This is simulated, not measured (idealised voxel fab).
process module | voxel self aligned contacts
We display cut, a cross-section 140 nm in width whose square cells are each 5 nm.
Reading order for cross-sections: top band down to bottom band. Underlying form: a grid of square cells. Band size: one or more rows of cells.
Top, bottom (nm), then materials left to right with widths (nm); lone material tagged "throughout" fills the whole band edge to edge; "air" = empty space.
Height 0 is the level under which the wafer as received is all one material. The lowest band goes on downwards, as in "0 -> down".
You'd read "30->40" like this: the band's top row of cells is as wide as the first number, its bottom row is as wide as the second, and going down, every row changes width by the same amount as the row before did.
"nothing altered", as given for a step, is the statement that not any cell of the cross-section underwent a change during that step.
This entry, "Enclosed internal voids", enumerates those empty regions of no fewer than 8 cells that possess no open connection to the top. Each region is reported in the form width x height at distance, the distance being taken from the left edge, with all three quantities expressed in nm.
On a step's line, text after the settings is the simulator commenting on that step.
You can add "overlay nm" to a step's line. For a step with a mask, it describes how far the mask lay to the right of its planned position, and a negative number describes a lay to the left.
# So here's the lineup of process steps we planned
1) RECEIVE | material Si
2) OXIDIZE | depth nm 5
3) DIRECTIONAL_DEP | material polySi | thk nm 25
4) DIRECTIONAL_DEP | material SiN | thk nm 25
5) PATTERN | tone cover | mask id GATE | material resist | width nm 35 | pitch nm 75 | thk nm 20 | overlay nm 0
6) DIRECTIONAL_ETCH | etch materials SiN | depth nm 25
7) DIRECTIONAL_ETCH | etch materials polySi | depth nm 25
8) STRIP | etch materials resist
9) CONFORMAL_DEP | material SiN | thk nm 10
10) DIRECTIONAL_ETCH | etch materials SiN | depth nm 10
11) FILL_DEP | material SiO2 | thk nm 10
12) CMP | height nm 55
13) PATTERN | tone open | mask id CONTACT | material resist | width nm 50 | thk nm 20 | overlay nm 0
14) DIRECTIONAL_ETCH | etch materials SiO2 | depth nm 60
15) STRIP | etch materials resist
16) CONFORMAL_DEP | material TiN | thk nm 5
17) FILL_DEP | material W | thk nm 10
18) CMP | height nm 55
19) CONFORMAL_DEP | material SiCN | thk nm 5
# First wafer out of two, processed as planned
# Wafer cross-section on receipt, i.e. after step 1
> 0 -> down = Si throughout
> Enclosed internal voids: none
# Upon completion of step 2, the wafer appears in cross-section as shown
> 0 -> -5 = SiO2 throughout
> Under -5: no change, same as before.
# Upon completion of step 3, the wafer appears in cross-section as shown
> 25 -> 0 = polySi throughout
> Under 0: no change, same as before.
# Upon completion of step 4, the wafer appears in cross-section as shown
> 50 -> 25 = SiN throughout
> Under 25: no change, same as before.
# Upon completion of step 5, the wafer appears in cross-section as shown
> 70 -> 50 = 15 of air, then 35 of resist, then 40 of air, then 35 of resist, then 15 of air
> Under 50: no change, same as before.
# Upon completion of step 6, the wafer appears in cross-section as shown
> 70 -> 50 = 15 of air, then 35 of resist, then 40 of air, then 35 of resist, then 15 of air
> 50 -> 25 = 15 of air, then 35 of SiN, then 40 of air, then 35 of SiN, then 15 of air
> Under 25: no change, same as before.
# Upon completion of step 7, the wafer appears in cross-section as shown
> 70 -> 50 = 15 of air, then 35 of resist, then 40 of air, then 35 of resist, then 15 of air
> 50 -> 25 = 15 of air, then 35 of SiN, then 40 of air, then 35 of SiN, then 15 of air
> 25 -> 0 = 15 of air, then 35 of polySi, then 40 of air, then 35 of polySi, then 15 of air
> Under 0: no change, same as before.
# Upon completion of step 8, the wafer appears in cross-section as shown
> 50 -> 25 = 15 of air, then 35 of SiN, then 40 of air, then 35 of SiN, then 15 of air
> Under 25: no change, same as before.
# Upon completion of step 9, the wafer appears in cross-section as shown
> 60 -> 25 = 5 of air, then 55 of SiN, then 20 of air, then 55 of SiN, then 5 of air
> 25 -> 10 = 5 of air, then 10 of SiN, then 35 of polySi, then 10 of SiN, then 20 of air, then 10 of SiN, then 35 of polySi, then 10 of SiN, then 5 of air
> 10 -> 0 = 15 of SiN, then 35 of polySi, then 40 of SiN, then 35 of polySi, then 15 of SiN
> Under 0: no change, same as before.
# Upon completion of step 10, the wafer appears in cross-section as shown
> 50 -> 25 = 5 of air, then 55 of SiN, then 20 of air, then 55 of SiN, then 5 of air
> 25 -> 0 = 5 of air, then 10 of SiN, then 35 of polySi, then 10 of SiN, then 20 of air, then 10 of SiN, then 35 of polySi, then 10 of SiN, then 5 of air
> Under 0: no change, same as before.
# Upon completion of step 11, the wafer appears in cross-section as shown
> 60 -> 50 = SiO2 throughout
> 50 -> 25 = 5 of SiO2, then 55 of SiN, then 20 of SiO2, then 55 of SiN, then 5 of SiO2
> 25 -> 0 = 5 of SiO2, then 10 of SiN, then 35 of polySi, then 10 of SiN, then 20 of SiO2, then 10 of SiN, then 35 of polySi, then 10 of SiN, then 5 of SiO2
> Under 0: no change, same as before.
# Upon completion of step 12, the wafer appears in cross-section as shown
> 55 -> 50 = SiO2 throughout
> Under 50: no change, same as before.
# Upon completion of step 13, the wafer appears in cross-section as shown
> 75 -> 55 = 45 of resist, then 50 of air, then 45 of resist
> Under 55: no change, same as before.
# Upon completion of step 14, the wafer appears in cross-section as shown
> 75 -> 55 = 45 of resist, then 50 of air, then 45 of resist
> 55 -> 50 = 45 of SiO2, then 50 of air, then 45 of SiO2
> 50 -> 25 = 5 of SiO2, then 55 of SiN, then 20 of air, then 55 of SiN, then 5 of SiO2
> 25 -> 0 = 5 of SiO2, then 10 of SiN, then 35 of polySi, then 10 of SiN, then 20 of air, then 10 of SiN, then 35 of polySi, then 10 of SiN, then 5 of SiO2
> 0 -> -5 = 60 of SiO2, then 20 of air, then 60 of SiO2
> Under -5: no change, same as before.
# Upon completion of step 15, the wafer appears in cross-section as shown
> 55 -> 50 = 45 of SiO2, then 50 of air, then 45 of SiO2
> Under 50: no change, same as before.
# Upon completion of step 16, the wafer appears in cross-section as shown
> 60 -> 55 = 50 of TiN, then 40 of air, then 50 of TiN
> 55 -> 50 = 45 of SiO2, then 20 of TiN, then 10 of air, then 20 of TiN, then 45 of SiO2
> 50 -> 25 = 5 of SiO2, then 55 of SiN, then 5 of TiN, then 10 of air, then 5 of TiN, then 55 of SiN, then 5 of SiO2
> 25 -> 0 = 5 of SiO2, then 10 of SiN, then 35 of polySi, then 10 of SiN, then 5 of TiN, then 10 of air, then 5 of TiN, then 10 of SiN, then 35 of polySi, then 10 of SiN, then 5 of SiO2
> 0 -> -5 = 60 of SiO2, then 20 of TiN, then 60 of SiO2
> Under -5: no change, same as before.
# Upon completion of step 17, the wafer appears in cross-section as shown
> 70 -> 60 = W throughout
> 60 -> 55 = 50 of TiN, then 40 of W, then 50 of TiN
> 55 -> 50 = 45 of SiO2, then 20 of TiN, then 10 of W, then 20 of TiN, then 45 of SiO2
> 50 -> 25 = 5 of SiO2, then 55 of SiN, then 5 of TiN, then 10 of W, then 5 of TiN, then 55 of SiN, then 5 of SiO2
> 25 -> 0 = 5 of SiO2, then 10 of SiN, then 35 of polySi, then 10 of SiN, then 5 of TiN, then 10 of W, then 5 of TiN, then 10 of SiN, then 35 of polySi, then 10 of SiN, then 5 of SiO2
> Under 0: no change, same as before.
# Upon completion of step 18, the wafer appears in cross-section as shown
> 55 -> 50 = 45 of SiO2, then 20 of TiN, then 10 of W, then 20 of TiN, then 45 of SiO2
> Under 50: no change, same as before.
# Upon completion of step 19, the wafer appears in cross-section as shown
> 60 -> 55 = SiCN throughout
> Under 55: no change, same as before.
# The second wafer was prepared from the same starting point and under the same plan as the first; its processing contained one mistake, and it remains indistinguishable from the first wafer up to and including step 12
# when step 13 should have ended
> 75 -> 55 = 35 of resist, then 50 of air, then 55 of resist
> Under 55: no change, same as before.
# when step 14 should have ended
> 75 -> 55 = 35 of resist, then 50 of air, then 55 of resist
> 55 -> 50 = 35 of SiO2, then 50 of air, then 55 of SiO2
> 50 -> 25 = 5 of SiO2, then 55 of SiN, then 20 of air, then 55 of SiN, then 5 of SiO2
> 25 -> 0 = 5 of SiO2, then 10 of SiN, then 35 of polySi, then 10 of SiN, then 20 of air, then 10 of SiN, then 35 of polySi, then 10 of SiN, then 5 of SiO2
> 0 -> -5 = 60 of SiO2, then 20 of air, then 60 of SiO2
> Under -5: no change, same as before.
# when step 15 should have ended
> 55 -> 50 = 35 of SiO2, then 50 of air, then 55 of SiO2
> Under 50: no change, same as before.
# when step 16 should have ended
> 60 -> 55 = 40 of TiN, then 40 of air, then 60 of TiN
> 55 -> 50 = 35 of SiO2, then 30 of TiN, then 10 of air, then 10 of TiN, then 55 of SiO2
> 50 -> 25 = 5 of SiO2, then 55 of SiN, then 5 of TiN, then 10 of air, then 5 of TiN, then 55 of SiN, then 5 of SiO2
> 25 -> 0 = 5 of SiO2, then 10 of SiN, then 35 of polySi, then 10 of SiN, then 5 of TiN, then 10 of air, then 5 of TiN, then 10 of SiN, then 35 of polySi, then 10 of SiN, then 5 of SiO2
> 0 -> -5 = 60 of SiO2, then 20 of TiN, then 60 of SiO2
> Under -5: no change, same as before.
# when step 17 should have ended
> 70 -> 60 = W throughout
> 60 -> 55 = 40 of TiN, then 40 of W, then 60 of TiN
> 55 -> 50 = 35 of SiO2, then 30 of TiN, then 10 of W, then 10 of TiN, then 55 of SiO2
> 50 -> 25 = 5 of SiO2, then 55 of SiN, then 5 of TiN, then 10 of W, then 5 of TiN, then 55 of SiN, then 5 of SiO2
> 25 -> 0 = 5 of SiO2, then 10 of SiN, then 35 of polySi, then 10 of SiN, then 5 of TiN, then 10 of W, then 5 of TiN, then 10 of SiN, then 35 of polySi, then 10 of SiN, then 5 of SiO2
> Under 0: no change, same as before.
# when step 18 should have ended
> 55 -> 50 = 35 of SiO2, then 30 of TiN, then 10 of W, then 10 of TiN, then 55 of SiO2
> Under 50: no change, same as before.
# when step 19 should have ended
> 60 -> 55 = SiCN throughout
> Under 55: no change, same as before.
Plan not followed: step 13 did not happen as planned, as run it was PATTERN | tone open | mask id CONTACT | material resist | width nm 50 | thk nm 20 | overlay nm -10
Comparing end states, the material composition by cell count is preserved from the first wafer to the second, while the locations of the cells are not.
